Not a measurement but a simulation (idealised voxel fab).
Process module in this document: voxel plated lines
Xsec cut, 265 nm wide, square cell size 5 nm.
A cross-section in this document is a grid of square cells, and it is written down as bands, the top band listed before the ones below it; a band is made up of one or more rows of cells.
A band entry consists of two parts. The first gives the height of the band's top and the height of its bottom, in nm. The rest lists the band's materials from left to right, each with its width in nm. A single material labelled with the word "all across" fills the band from edge to edge, and the word "empty" marks empty space.
Where do heights start? At 0: under that level the wafer as delivered is made of one material only. And the lowest band has no floor; it just carries on downward, as in "0..down".
You'd read "30->40" like this: the band's top row of cells is as wide as the first number, its bottom row is as wide as the second, and going down, every row changes width by the same amount as the row before did.
For the purposes of this document, the phrase "same as before" attached to a step denotes that no cell within the cross-section was modified by that step.
Closed empty spaces (no open way to the top) of 8 cells or more are what "Enclosed void list" lists, each as width x height at distance from the left edge, nm for all three.
Heads up: the bit after the settings on a step's line is the simulator's remark on that step.
overlay nm: right-of-plan distance of the mask on a masked step; negative values mean left-of-plan.
Steps in the process plan:
1,RECEIVE with material Si
2,CONFORMAL_DEP with material SiO2, thk nm 5
3,DIRECTIONAL_DEP with material TiN, thk nm 5
4,PATTERN with tone open, mask id LINES, material resist, width nm 20, pitch nm 45, thk nm 25, overlay nm 0
5,EPI with material Ru, thk nm 5
6,EPI with material Ru, thk nm 5
7,STRIP with etch materials resist
8,DIRECTIONAL_ETCH with etch materials TiN, depth nm 5
9,CONFORMAL_DEP with material SiN, thk nm 5
As received, after step 1:
  0..down = Si all across
  Enclosed void list: none
As-planned run: cross-section of the first of two wafers at end of module:
  25..20 = empty 50  SiN 30  empty 15  SiN 30  empty 15  SiN 30  empty 15  SiN 30  empty 50
  20..10 = empty 50  SiN 5  Ru 20  SiN 5  empty 15  SiN 5  Ru 20  SiN 5  empty 15  SiN 5  Ru 20  SiN 5  empty 15  SiN 5  Ru 20  SiN 5  empty 50
  10..5 = SiN 55  TiN 20  SiN 25  TiN 20  SiN 25  TiN 20  SiN 25  TiN 20  SiN 55
  5..0 = SiO2 all across
  0..down = Si all across
  Enclosed void list: none
Cross-section, second wafer: same start as the first, same plan as the first, one mistake in running it; taken at the end of the module:
  35..30 = empty 50  SiN 30  empty 15  SiN 30  empty 15  SiN 30  empty 15  SiN 30  empty 50
  30..20 = empty 50  SiN 5  Ru 20  SiN 5  empty 15  SiN 5  Ru 20  SiN 5  empty 15  SiN 5  Ru 20  SiN 5  empty 15  SiN 5  Ru 20  SiN 5  empty 50
  20..15 = SiN 55  TiN 20  SiN 25  TiN 20  SiN 25  TiN 20  SiN 25  TiN 20  SiN 55
  15..5 = TiN all across
  5..0 = SiO2 all across
  0..down = Si all across
  Enclosed void list: none
The plan and the run diverged here: step 3 did not happen as planned, as run it was DIRECTIONAL_DEP with material TiN, thk nm 15
Final cells, second wafer relative to first, materials higher or lower: 106 more of TiN
